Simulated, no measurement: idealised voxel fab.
Module name: voxel fin reveal (process module)
The figure presents cross-section cut, which has a width of 230 nm and is divided into square cells with an edge length of 5 nm.
Notation: cross-section as square-cell grid; stated in bands, top first, going down; one or more cell rows per band.
Heights first: top, then bottom, in nm. Then materials, left to right, each with a width in nm. "full width" on a single material: fills the band edge to edge. "blank": empty space.
Heights are reckoned from 0. Under this level, the received wafer is all of one material. The bottommost band is open-ended downward, for example "from 0 down".
With a width like "30..40", each row of cells in the band differs from the next by the same amount, the top row carrying the first number and the bottom row the second.
A step reported as "nothing different" is a step in which no cell of the cross-section changed.
Listed in "Sealed void listing": every empty space of 8 or more cells without an open way to the top. Form: width x height at distance, the distance being from the left edge, all in nm.
Anything after a step's settings on that line? It's the simulator's own note about the step.
overlay nm: where the mask lay relative to plan, measured to the right, on steps with a mask; negatives go left.
-- Listed below are the process steps as planned
1. RECEIVE: material Si
2. CONFORMAL_DEP: material SiN, thk nm 5
3. DIRECTIONAL_DEP: material aC, thk nm 10
4. PATTERN: tone cover, mask id FINS, material resist, width nm 15, pitch nm 40, thk nm 25, overlay nm 0
5. DIRECTIONAL_ETCH: etch materials aC, depth nm 10
6. STRIP: etch materials resist
7. DIRECTIONAL_ETCH: etch materials SiN, depth nm 5
8. DIRECTIONAL_ETCH: etch materials Si, depth nm 30
9. STRIP: etch materials aC
10. OXIDIZE: depth nm 5
11. FILL_DEP: material SiO2, thk nm 10
12. CMP: height nm 5
13. SELECTIVE_ETCH: etch materials SiO2, depth nm 15
14. STRIP: etch materials SiN
15. CONFORMAL_DEP: material HfO2, thk nm 5
-- Shown in cross-section is the wafer as received, that is, as it stands after step 1
* from 0 down: Si full width
* Sealed void listing: none
-- Wafer cross-section at module end: first of two, run to plan
* from 5 to 0: blank (85), HfO2 (15), blank (25), HfO2 (15), blank (90)
* from 0 to -5: blank (85), HfO2 (5), Si (5), HfO2 (5), blank (25), HfO2 (5), Si (5), HfO2 (5), blank (90)
* from -5 to -10: HfO2 (90), Si (5), HfO2 (35), Si (5), HfO2 (95)
* from -10 to -35: SiO2 (90), Si (5), SiO2 (35), Si (5), SiO2 (95)
* from -35 down: Si full width
* Sealed void listing: none
-- Second of two wafers, module complete, sectioned: it shares the first wafer's start and plan but was run with one mistake
* from 5 to 0: blank (85), HfO2 (15), blank (25), HfO2 (15), blank (90)
* from 0 to -5: blank (85), HfO2 (5), Si (5), HfO2 (5), blank (25), HfO2 (5), Si (5), HfO2 (5), blank (90)
* from -5 to -10: HfO2 (90), Si (5), HfO2 (35), Si (5), HfO2 (95)
* from -10 to -25: SiO2 (90), Si (5), SiO2 (35), Si (5), SiO2 (95)
* from -25 down: Si full width
* Sealed void listing: none
What was the processing mistake? step 8 did not use the planned setting and instead ran as DIRECTIONAL_ETCH: etch materials Si, depth nm 20
Materials where the second wafer ends with more or fewer cells than the first: +88 Si; -88 SiO2
